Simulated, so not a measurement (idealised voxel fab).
You're looking at the process module voxel self aligned vias.
Square cell edge 5 nm, section width 255 nm, ID cut.
Cross-section, as written here: a square-cell grid given band by band from the top down, where a band holds one or more rows of cells.
Heads up on the band format: heights come first, top then bottom, in nm. After that it's the materials left to right, each with its width in nm. A single material flagged "everywhere" fills the whole band edge to edge, and "air" means there's empty space there.
Note: height 0 marks the level under which the wafer is uniformly one material as received. Lowest band unbounded below, written "from 0 down".
When a width is written as two numbers, as in "30..40", the first number is the width in the top row of cells of the band and the second is the width in its bottom row, and the width changes by the same amount from each row to the next.
What does "all unchanged" mean for a step? It means no cell of the cross-section changed in that step.
Closed-off voids of 8+ cells (no open route to the top) go in "Voids lacking openings", written width x height at distance from the left edge, in nm.
Read whatever lies past the settings on a step's line as the simulator's own remark about the step.
"overlay nm" denotes, for a step that has a mask, the displacement of the mask to the right of its planned place, with negative values corresponding to the left.
-- Steps in the process plan
1 RECEIVE | material Si
2 CONFORMAL_DEP | material SiO2 | thk nm 15
3 CONFORMAL_DEP | material SiCN | thk nm 5
4 DIRECTIONAL_DEP | material SiO2 | thk nm 20
5 PATTERN | tone open | mask id LINES | material resist | width nm 30 | pitch nm 80 | thk nm 20 | overlay nm 0
6 DIRECTIONAL_ETCH | etch materials SiO2 | depth nm 20
7 STRIP | etch materials resist
8 CONFORMAL_DEP | material TiN | thk nm 5
9 FILL_DEP | material W | thk nm 10
10 CMP | height nm 40
11 SELECTIVE_ETCH | etch materials W Ru TiN | depth nm 5
12 FILL_DEP | material SiN | thk nm 10
13 CMP | height nm 40
14 DIRECTIONAL_DEP | material SiO2 | thk nm 20
15 DIRECTIONAL_DEP | material aC | thk nm 15
16 PATTERN | tone open | mask id VIAS | material resist | width nm 50 | thk nm 30 | overlay nm 0
17 DIRECTIONAL_ETCH | etch materials aC | depth nm 5
18 STRIP | etch materials resist
19 DIRECTIONAL_ETCH | etch materials SiO2 | depth nm 20
20 DIRECTIONAL_ETCH | etch materials SiN | depth nm 5
21 STRIP | etch materials aC
22 CONFORMAL_DEP | material TiN | thk nm 5
23 FILL_DEP | material Cu | thk nm 5
24 CMP | height nm 60
25 CONFORMAL_DEP | material SiN | thk nm 5
Don't read the plan's depth nm for step 17 as applying to every wafer: that's the first wafer's value, and the wafers differ in it, though they all start identical.
-- Cross-section of the first of several wafers as received (after step 1)
- from 0 down = Si everywhere
- Voids lacking openings: none
-- The first of several wafers, seen in cross-section after the module's last step, step 25
- from 65 to 60 = SiN everywhere
- from 60 to 40 = SiO2 everywhere
- from 40 to 35 = 70 of SiO2, then 30 of SiN, then 50 of SiO2, then 30 of SiN, then 75 of SiO2
- from 35 to 25 = 70 of SiO2, then 5 of TiN, then 20 of W, then 5 of TiN, then 50 of SiO2, then 5 of TiN, then 20 of W, then 5 of TiN, then 75 of SiO2
- from 25 to 20 = 70 of SiO2, then 30 of TiN, then 50 of SiO2, then 30 of TiN, then 75 of SiO2
- from 20 to 15 = SiCN everywhere
- from 15 to 0 = SiO2 everywhere
- from 0 down = Si everywhere
- Voids lacking openings: none
-- Last-wafer cross-section at the end of the module
- from 65 to 60 = SiN everywhere
- from 60 to 45 = 60 of SiO2, then 5 of TiN, then 40 of Cu, then 5 of TiN, then 145 of SiO2
- from 45 to 40 = 60 of SiO2, then 15 of TiN, then 20 of Cu, then 15 of TiN, then 145 of SiO2
- from 40 to 35 = 70 of SiO2, then 30 of TiN, then 50 of SiO2, then 30 of SiN, then 75 of SiO2
- from 35 to 25 = 70 of SiO2, then 5 of TiN, then 20 of W, then 5 of TiN, then 50 of SiO2, then 5 of TiN, then 20 of W, then 5 of TiN, then 75 of SiO2
- from 25 to 20 = 70 of SiO2, then 30 of TiN, then 50 of SiO2, then 30 of TiN, then 75 of SiO2
- from 20 to 15 = SiCN everywhere
- from 15 to 0 = SiO2 everywhere
- from 0 down = Si everywhere
- Voids lacking openings: none
-- Here is how to read the rows: every wafer has a row, and it shows the wafer at the end of the module, giving for each material how many cells were gained (+) or lost (-) since the wafer was received, then listing its closed voids
depth nm 5, +51 SiCN, +63 SiN, +513 SiO2, +20 TiN, +16 W, Voids lacking openings: none
depth nm 10, +51 SiCN, +63 SiN, +513 SiO2, +20 TiN, +16 W, Voids lacking openings: none
depth nm 15, +28 Cu, +51 SiCN, +57 SiN, +473 SiO2, +38 TiN, +16 W, Voids lacking openings: none
depth nm 20, +28 Cu, +51 SiCN, +57 SiN, +473 SiO2, +38 TiN, +16 W, Voids lacking openings: none
depth nm 25, +28 Cu, +51 SiCN, +57 SiN, +473 SiO2, +38 TiN, +16 W, Voids lacking openings: none
depth nm 30, +28 Cu, +51 SiCN, +57 SiN, +473 SiO2, +38 TiN, +16 W, Voids lacking openings: none
